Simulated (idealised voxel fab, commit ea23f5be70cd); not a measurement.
The following process module bears the name voxel self aligned contacts.
In the cross-section labelled cut, the width is 300 nm and each square cell is 5 nm.
A cross-section is a grid of square cells, given in bands from the top down. A band is one or more rows of cells. What a band's entry tells you: where the top is and where the bottom is, as heights in nm, and after that what lies inside, material by material from left to right, each with its width in nm. Empty space is written as the word "air", and a single material marked with the word "full width" occupies the band from edge to edge. Note: height 0 marks the level under which the wafer is uniformly one material as received. Lowest band unbounded below, written "top 0, no bottom". With a width like "30 to 40", each row of cells in the band differs from the next by the same amount, the top row carrying the first number and the bottom row the second. What does "identical to before" mean for a step? It means no cell of the cross-section changed in that step. Empty spaces counting at least 8 cells and having no open way to the top are listed in "Closed internal voids". The notation width x height at distance is used for each, the distance being from the left edge and all three values in nm. Step line, after settings: the simulator's comment on this step. The setting "overlay nm" may be written on the line of a step. When the step uses a mask, the value reports how far to the right of the planned place the mask lay, and a negative value reports that it lay to the left.

-- Intended process steps
- 1: RECEIVE | material Si
- 2: CONFORMAL_DEP | material SiO2 | thk nm 5
- 3: DIRECTIONAL_DEP | material polySi | thk nm 20
- 4: DIRECTIONAL_DEP | material SiN | thk nm 15
- 5: PATTERN | tone cover | mask id GATE | material resist | width nm 25 | pitch nm 60 | thk nm 15 | overlay nm 0
- 6: DIRECTIONAL_ETCH | etch materials SiN | depth nm 15
- 7: DIRECTIONAL_ETCH | etch materials polySi | depth nm 20
- 8: STRIP | etch materials resist
- 9: CONFORMAL_DEP | material SiN | thk nm 5
- 10: DIRECTIONAL_ETCH | etch materials SiN | depth nm 5
- 11: FILL_DEP | material SiO2 | thk nm 15
- 12: CMP | height nm 50
- 13: PATTERN | tone open | mask id CONTACT | material resist | width nm 45 | pitch nm 60 | thk nm 15 | overlay nm 0
- 14: DIRECTIONAL_ETCH | etch materials SiO2 | depth nm 50
- 15: STRIP | etch materials resist
- 16: CONFORMAL_DEP | material TiN | thk nm 5
- 17: FILL_DEP | material W | thk nm 10
- 18: CMP | height nm 50
- 19: CONFORMAL_DEP | material SiCN | thk nm 5

-- Wafer at receipt (post step 1), cross-section
	top 0, no bottom = Si full width
	Closed internal voids: none

-- End-of-module cross-section. Starting structure and process plan as above; one mistake made in running it
	top 55, bottom 50 = SiCN full width
	top 50, bottom 40 = 95 of SiO2 | 5 to 15 of TiN | 35 to 15 of W | 5 to 15 of TiN | 15 of SiO2 | 5 to 15 of TiN | 35 to 15 of W | 5 to 15 of TiN | 100 of SiO2
	top 40, bottom 25 = 70 of SiO2 | 35 of SiN | 5 of TiN | 15 of W | 5 of TiN | 35 of SiN | 5 of TiN | 15 of W | 5 of TiN | 35 of SiN | 75 of SiO2
	top 25, bottom 20 = 70 of SiO2 | 5 of SiN | 25 of polySi | 5 of SiN | 5 of TiN | 15 of W | 5 of TiN | 5 of SiN | 25 of polySi | 5 of SiN | 5 of TiN | 15 of W | 5 of TiN | 5 of SiN | 25 of polySi | 5 of SiN | 75 of SiO2
	top 20, bottom 15 = 70 of SiO2 | 5 of SiN | 25 of polySi | 5 of SiN | 25 of TiN | 5 of SiN | 25 of polySi | 5 of SiN | 25 of TiN | 5 of SiN | 25 of polySi | 5 of SiN | 75 of SiO2
	top 15, bottom 5 = polySi full width
	top 5, bottom 0 = SiO2 full width
	top 0, no bottom = Si full width
	Closed internal voids: none
Where did the run depart from the plan? heads up, step 7 didn't go per plan, it actually ran as DIRECTIONAL_ETCH | etch materials polySi | depth nm 10
